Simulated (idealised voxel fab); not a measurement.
The following process module bears the name voxel gate over fins.
The width of the displayed cross-section, cut, is 255 nm; its cells are square, with a size of 5 nm.
A cross-section in this document is a grid of square cells, and it is written down as bands, the top band listed before the ones below it; a band is made up of one or more rows of cells.
A band entry consists of two parts. The first gives the height of the band's top and the height of its bottom, in nm. The rest lists the band's materials from left to right, each with its width in nm. A single material labelled with the word "all across" fills the band from edge to edge, and the word "air" marks empty space.
Heights are expressed relative to 0, this being the level below which the as-received wafer comprises one material exclusively. The lowest band is unbounded in the downward direction and is denoted as in "0 -> down".
With a width like "30->40", each row of cells in the band differs from the next by the same amount, the top row carrying the first number and the bottom row the second.
Step note "changes: none" = no cross-section cell changed.
Basically, "Enclosed void listing" tells you about the enclosed voids: empty spaces with no open way to the top, 8 cells or bigger, each written width x height at distance, where distance is from the left edge, all in nm.
On a step's line, text after the settings is the simulator commenting on that step.
"overlay nm" answers the question of how far to the right of plan the mask lay on a step that has a mask, and when it is negative the answer is to the left.

THE PROCESS STEPS THAT WERE PLANNED ARE LISTED BELOW
1. RECEIVE: material Si
2. CONFORMAL_DEP: material SiN, thk nm 10
3. DIRECTIONAL_DEP: material aC, thk nm 10
4. PATTERN: tone cover, mask id FINS, material resist, width nm 15, pitch nm 45, thk nm 25, overlay nm 0
5. DIRECTIONAL_ETCH: etch materials aC, depth nm 10
6. STRIP: etch materials resist
7. DIRECTIONAL_ETCH: etch materials SiN, depth nm 10
8. DIRECTIONAL_ETCH: etch materials Si, depth nm 40
9. STRIP: etch materials aC
10. FILL_DEP: material SiO2, thk nm 5
11. CMP: height nm 0
12. SELECTIVE_ETCH: etch materials SiO2, depth nm 25
13. STRIP: etch materials SiN
14. CONFORMAL_DEP: material HfO2, thk nm 5
15. CONFORMAL_DEP: material TiN, thk nm 5
16. FILL_DEP: material W, thk nm 15
17. CMP: height nm 20
18. CONFORMAL_DEP: material SiN, thk nm 5
Variable across wafers: step 11 height nm (plan value is that of the first wafer; starting state common to all).

AS-RECEIVED STATE AFTER STEP 1, FIRST OF SEVERAL WAFERS, CROSS-SECTION
- 0 -> down: Si all across
- Enclosed void listing: none

THE ROWS OF THE TABLE BELOW ARE WAFERS. LOOKING AT THE END OF THE MODULE, A ROW COUNTS, FOR EVERY MATERIAL, THE CELLS THE WAFER HAS GAINED, SHOWN AS (+), OR LOST, SHOWN AS (-), SINCE IT WAS RECEIVED; ITS CLOSED VOIDS COME NEXT
height nm 0; +81 HfO2; -336 Si; +51 SiN; +126 SiO2; +81 TiN; +252 W; Enclosed void listing: none
height nm 5; +75 HfO2; -336 Si; +51 SiN; +168 SiO2; +75 TiN; +222 W; Enclosed void listing: none
height nm 10; +69 HfO2; -336 Si; +51 SiN; +210 SiO2; +69 TiN; +192 W; Enclosed void listing: none
height nm 15; +63 HfO2; -336 Si; +51 SiN; +252 SiO2; +63 TiN; +162 W; Enclosed void listing: none
